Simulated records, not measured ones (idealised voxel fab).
process module | voxel air gaps
cross-section cut | 225 nm wide | cells 5 nm
A cross-section is a grid of square cells, given in bands from the top down. A band is one or more rows of cells.
Each band's line starts with the height of the band's top and of its bottom, in nm. Then come its materials from left to right, each with its width in nm. One material with "throughout" fills the band from edge to edge. "air" is empty space.
Height 0 is the level under which the wafer as received is all one material. The lowest band goes on downwards, as in "0 down".
A width such as "30 to 40" changes by the same amount from each row of cells to the next, from the band's top row to its bottom row.
"no change" after a step means that no cell of the cross-section changed.
closed voids: empty space of 8 cells or more with no open way to the top, each as width x height at its distance from the left edge, in nm
after a step's settings: what the simulator itself notes on the step
overlay nm, on a step with a mask: how far to the right of its planned place the mask lay; to the left if negative
plan
1 op RECEIVE | material Si
2 op CONFORMAL_DEP | material SiO2 | thk nm 10
3 op CONFORMAL_DEP | material SiCN | thk nm 5
4 op DIRECTIONAL_DEP | material SiO2 | thk nm 35
5 op MASKED_ETCH | tone open | mask id LINES | width nm 15 | pitch nm 40 | etch materials SiO2 | depth nm 35 | overlay nm 0
6 op CONFORMAL_DEP | material TiN | thk nm 5
7 op FILL_DEP | material Cu | thk nm 5
8 op CMP | height nm 50
9 op EPI | material Ru | thk nm 10
10 op SELECTIVE_ETCH | etch materials SiO2 | depth nm 45
11 op CONFORMAL_DEP | material SiCN | thk nm 5
as received, after step 1
  0 down: Si throughout
  closed voids: none
a wafer at the end: this start, this plan, one mistake
  65 to 60: SiCN throughout
  60 to 50: Ru throughout
  50 to 45: TiN 70 | Cu 5 | TiN 35 | Cu 5 | TiN 35 | Cu 5 | TiN 70
  45 to 15: SiO2 65 | TiN 5 | Cu 5 | TiN 5 | SiO2 25 | TiN 5 | Cu 5 | TiN 5 | SiO2 25 | TiN 5 | Cu 5 | TiN 5 | SiO2 65
  15 to 10: SiO2 65 | TiN 15 | SiO2 25 | TiN 15 | SiO2 25 | TiN 15 | SiO2 65
  10 to 5: SiCN throughout
  5 to 0: SiO2 throughout
  0 down: Si throughout
  closed voids: none
what went wrong: step 2 ran as: op CONFORMAL_DEP | material SiO2 | thk nm 5
